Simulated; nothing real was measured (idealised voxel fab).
The following is a process module called voxel wiring stack.
Square cell edge 5 nm, section width 210 nm, ID cut.
Square cells in a grid make up a cross-section in this document, and the grid is given as bands, listed from the top down, each one or more rows of cells.
In this notation a band is specified by the heights of its top and bottom, in that order and in nm, after which its materials appear from left to right, each paired with its width in nm. The word "edge to edge" attached to a single material means that material fills the band from edge to edge; the word "empty" stands for empty space.
Counting heights begins at 0, where everything beneath is, in the wafer as received, one material. The lowest band has no bottom; it goes on downwards, as "0 and below" shows.
A two-number width, for instance "30->40", indicates that the width is equal to the first number in the top row of the band and to the second number in the bottom row, and that it changes by a constant amount per row of cells.
A step reported as "nothing different" is a step in which no cell of the cross-section changed.
"Closed cavity list" specifies each empty space that is not open to the top and that occupies no fewer than 8 cells, using the form width x height at distance, the distance measured from the left edge and all three quantities in nm.
Past the settings on a step's line: simulator remark, on that step.
"overlay nm" denotes, for a step that has a mask, the displacement of the mask to the right of its planned place, with negative values corresponding to the left.
## Below is the list of planned process steps
1,RECEIVE with material Si
2,CONFORMAL_DEP with material SiO2, thk nm 10
3,CONFORMAL_DEP with material SiN, thk nm 5
4,DIRECTIONAL_DEP with material SiO2, thk nm 25
5,DIRECTIONAL_DEP with material aC, thk nm 10
6,PATTERN with tone open, mask id METAL_1, material resist, width nm 25, pitch nm 50, thk nm 30, overlay nm 0
7,DIRECTIONAL_ETCH with etch materials aC, depth nm 10
8,STRIP with etch materials resist
9,DIRECTIONAL_ETCH with etch materials SiO2, depth nm 25
10,DIRECTIONAL_ETCH with etch materials SiN, depth nm 5
11,STRIP with etch materials aC
12,CONFORMAL_DEP with material TiN, thk nm 5
13,FILL_DEP with material Cu, thk nm 5
14,CMP with height nm 40
15,CONFORMAL_DEP with material SiCN, thk nm 5
16,DIRECTIONAL_DEP with material SiO2, thk nm 25
17,MASKED_ETCH with tone open, mask id METAL_2_HOLES, width nm 15, pitch nm 50, etch materials SiO2, depth nm 25, overlay nm 0
18,MASKED_ETCH with tone open, mask id METAL_2, width nm 25, pitch nm 50, etch materials SiO2, depth nm 15, overlay nm 0
19,MASKED_ETCH with tone open, mask id METAL_2, width nm 25, pitch nm 50, etch materials SiCN, depth nm 5, overlay nm 0
20,CONFORMAL_DEP with material TiN, thk nm 5
21,FILL_DEP with material Cu, thk nm 10
22,CMP with height nm 70
23,CONFORMAL_DEP with material SiCN, thk nm 5
24,DIRECTIONAL_DEP with material lowk, thk nm 35
25,PATTERN with tone open, mask id METAL_3, material resist, width nm 25, pitch nm 50, thk nm 15, overlay nm 0
26,DIRECTIONAL_ETCH with etch materials lowk, depth nm 20
27,STRIP with etch materials resist
28,DIRECTIONAL_DEP with material aC, thk nm 15
29,PATTERN with tone open, mask id METAL_3_HOLES, material resist, width nm 15, pitch nm 50, thk nm 35, overlay nm 0
30,DIRECTIONAL_ETCH with etch materials aC, depth nm 15
31,STRIP with etch materials resist
32,DIRECTIONAL_ETCH with etch materials lowk, depth nm 15
33,DIRECTIONAL_ETCH with etch materials SiCN, depth nm 5
34,STRIP with etch materials aC
35,CONFORMAL_DEP with material TiN, thk nm 5
36,FILL_DEP with material Cu, thk nm 5
37,CMP with height nm 110
38,CONFORMAL_DEP with material SiN, thk nm 5
## Here's what the wafer looked like in cross-section when it arrived - that's after step 1
  0 and below: Si edge to edge
  Closed cavity list: none
## first wafer at the end, as planned
  115 down to 110: SiN edge to edge
  110 down to 95: lowk=15, TiN=5, Cu=15, TiN=5, lowk=25, TiN=5, Cu=15, TiN=5, lowk=25, TiN=5, Cu=15, TiN=5, lowk=25, TiN=5, Cu=15, TiN=5, lowk=20
  95 down to 90: lowk=15, TiN=5, Cu=5, TiN=15, lowk=25, TiN=5, Cu=5, TiN=15, lowk=25, TiN=5, Cu=5, TiN=15, lowk=25, TiN=5, Cu=5, TiN=15, lowk=20
  90 down to 75: lowk=15, TiN=5, Cu=5, TiN=5, lowk=35, TiN=5, Cu=5, TiN=5, lowk=35, TiN=5, Cu=5, TiN=5, lowk=35, TiN=5, Cu=5, TiN=5, lowk=30
  75 down to 70: SiCN=15, TiN=15, SiCN=35, TiN=15, SiCN=35, TiN=15, SiCN=35, TiN=15, SiCN=30
  70 down to 60: SiO2=15, TiN=5, Cu=15, TiN=5, SiO2=25, TiN=5, Cu=15, TiN=5, SiO2=25, TiN=5, Cu=15, TiN=5, SiO2=25, TiN=5, Cu=15, TiN=5, SiO2=20
  60 down to 55: SiO2=15, TiN=5, Cu=5, TiN=15, SiO2=25, TiN=5, Cu=5, TiN=15, SiO2=25, TiN=5, Cu=5, TiN=15, SiO2=25, TiN=5, Cu=5, TiN=15, SiO2=20
  55 down to 45: SiO2=15, TiN=5, Cu=5, TiN=5, SiO2=35, TiN=5, Cu=5, TiN=5, SiO2=35, TiN=5, Cu=5, TiN=5, SiO2=35, TiN=5, Cu=5, TiN=5, SiO2=30
  45 down to 40: SiCN=15, TiN=15, SiCN=35, TiN=15, SiCN=35, TiN=15, SiCN=35, TiN=15, SiCN=30
  40 down to 15: SiO2=15, TiN=5, Cu=15, TiN=5, SiO2=25, TiN=5, Cu=15, TiN=5, SiO2=25, TiN=5, Cu=15, TiN=5, SiO2=25, TiN=5, Cu=15, TiN=5, SiO2=20
  15 down to 10: SiN=15, TiN=25, SiN=25, TiN=25, SiN=25, TiN=25, SiN=25, TiN=25, SiN=20
  10 down to 0: SiO2 edge to edge
  0 and below: Si edge to edge
  Closed cavity list: none
## This is the second of the two wafers, cross-sectioned at the end of the module; it started exactly like the first and was given the same plan, but it was run with one mistake
  115 down to 110: SiN edge to edge
  110 down to 75: lowk edge to edge
  75 down to 70: SiCN edge to edge
  70 down to 60: SiO2=15, TiN=5, Cu=15, TiN=5, SiO2=25, TiN=5, Cu=15, TiN=5, SiO2=25, TiN=5, Cu=15, TiN=5, SiO2=25, TiN=5, Cu=15, TiN=5, SiO2=20
  60 down to 55: SiO2=15, TiN=5, Cu=5, TiN=15, SiO2=25, TiN=5, Cu=5, TiN=15, SiO2=25, TiN=5, Cu=5, TiN=15, SiO2=25, TiN=5, Cu=5, TiN=15, SiO2=20
  55 down to 45: SiO2=15, TiN=5, Cu=5, TiN=5, SiO2=35, TiN=5, Cu=5, TiN=5, SiO2=35, TiN=5, Cu=5, TiN=5, SiO2=35, TiN=5, Cu=5, TiN=5, SiO2=30
  45 down to 40: SiCN=15, TiN=15, SiCN=35, TiN=15, SiCN=35, TiN=15, SiCN=35, TiN=15, SiCN=30
  40 down to 15: SiO2=15, TiN=5, Cu=15, TiN=5, SiO2=25, TiN=5, Cu=15, TiN=5, SiO2=25, TiN=5, Cu=15, TiN=5, SiO2=25, TiN=5, Cu=15, TiN=5, SiO2=20
  15 down to 10: SiN=15, TiN=25, SiN=25, TiN=25, SiN=25, TiN=25, SiN=25, TiN=25, SiN=20
  10 down to 0: SiO2 edge to edge
  0 and below: Si edge to edge
  Closed cavity list: none
Here's what went sideways: the plan's step 24 ran twice
FYI, end of process, the second wafer has more or fewer cells of some materials than the first: 52 fewer of Cu, 12 more of SiCN, 76 fewer of TiN, 116 more of lowk
